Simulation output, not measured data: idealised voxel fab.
process module | voxel self aligned vias
cross-section cut | 255 nm wide | cells 5 nm
A cross-section is a grid of square cells, given in bands from the top down. A band is one or more rows of cells.
Each band's line starts with the height of the band's top and of its bottom, in nm. Then come its materials from left to right, each with its width in nm. One material with "throughout" fills the band from edge to edge. "air" is empty space.
Height 0 is the level under which the wafer as received is all one material. The lowest band goes on downwards, as in "0 down".
A width such as "30 to 40" changes by the same amount from each row of cells to the next, from the band's top row to its bottom row.
"no change" after a step means that no cell of the cross-section changed.
closed voids: empty space of 8 cells or more with no open way to the top, each as width x height at its distance from the left edge, in nm
after a step's settings: what the simulator itself notes on the step
overlay nm, on a step with a mask: how far to the right of its planned place the mask lay; to the left if negative
plan
1 op RECEIVE | material Si
2 op CONFORMAL_DEP | material SiO2 | thk nm 15
3 op CONFORMAL_DEP | material SiCN | thk nm 5
4 op DIRECTIONAL_DEP | material SiO2 | thk nm 30
5 op MASKED_ETCH | tone open | mask id LINES | width nm 25 | pitch nm 65 | etch materials SiO2 | depth nm 30 | overlay nm 0
6 op CONFORMAL_DEP | material TiN | thk nm 5
7 op FILL_DEP | material W | thk nm 5
8 op CMP | height nm 50
9 op SELECTIVE_ETCH | etch materials W Ru TiN | depth nm 5
10 op FILL_DEP | material SiN | thk nm 10
11 op CMP | height nm 50
12 op DIRECTIONAL_DEP | material SiO2 | thk nm 20
13 op MASKED_ETCH | tone open | mask id VIAS | width nm 45 | pitch nm 65 | etch materials SiO2 | depth nm 20 | overlay nm 0
14 op MASKED_ETCH | tone open | mask id VIAS | width nm 45 | pitch nm 65 | etch materials SiN | depth nm 5 | overlay nm 0
15 op CONFORMAL_DEP | material TiN | thk nm 5
16 op FILL_DEP | material Cu | thk nm 5
17 op CMP | height nm 70
18 op CONFORMAL_DEP | material SiCN | thk nm 5
as received, after step 1
  0 down: Si throughout
  closed voids: none
a wafer at the end: this start, this plan, one mistake
  75 to 70: SiCN throughout
  70 to 50: SiO2 40 | TiN 5 | Cu 35 | TiN 5 | SiO2 20 | TiN 5 | Cu 35 | TiN 5 | SiO2 20 | TiN 5 | Cu 35 | TiN 5 | SiO2 40
  50 to 45: SiN 40 | TiN 45 | SiN 20 | TiN 45 | SiN 20 | TiN 45 | SiN 40
  45 to 20: SiO2 50 | TiN 5 | W 15 | TiN 5 | SiO2 40 | TiN 5 | W 15 | TiN 5 | SiO2 40 | TiN 5 | W 15 | TiN 5 | SiO2 50
  20 to 15: SiO2 50 | TiN 25 | SiO2 40 | TiN 25 | SiO2 40 | TiN 25 | SiO2 50
  15 to 0: SiO2 throughout
  0 down: Si throughout
  closed voids: none
what went wrong: step 3 was left out
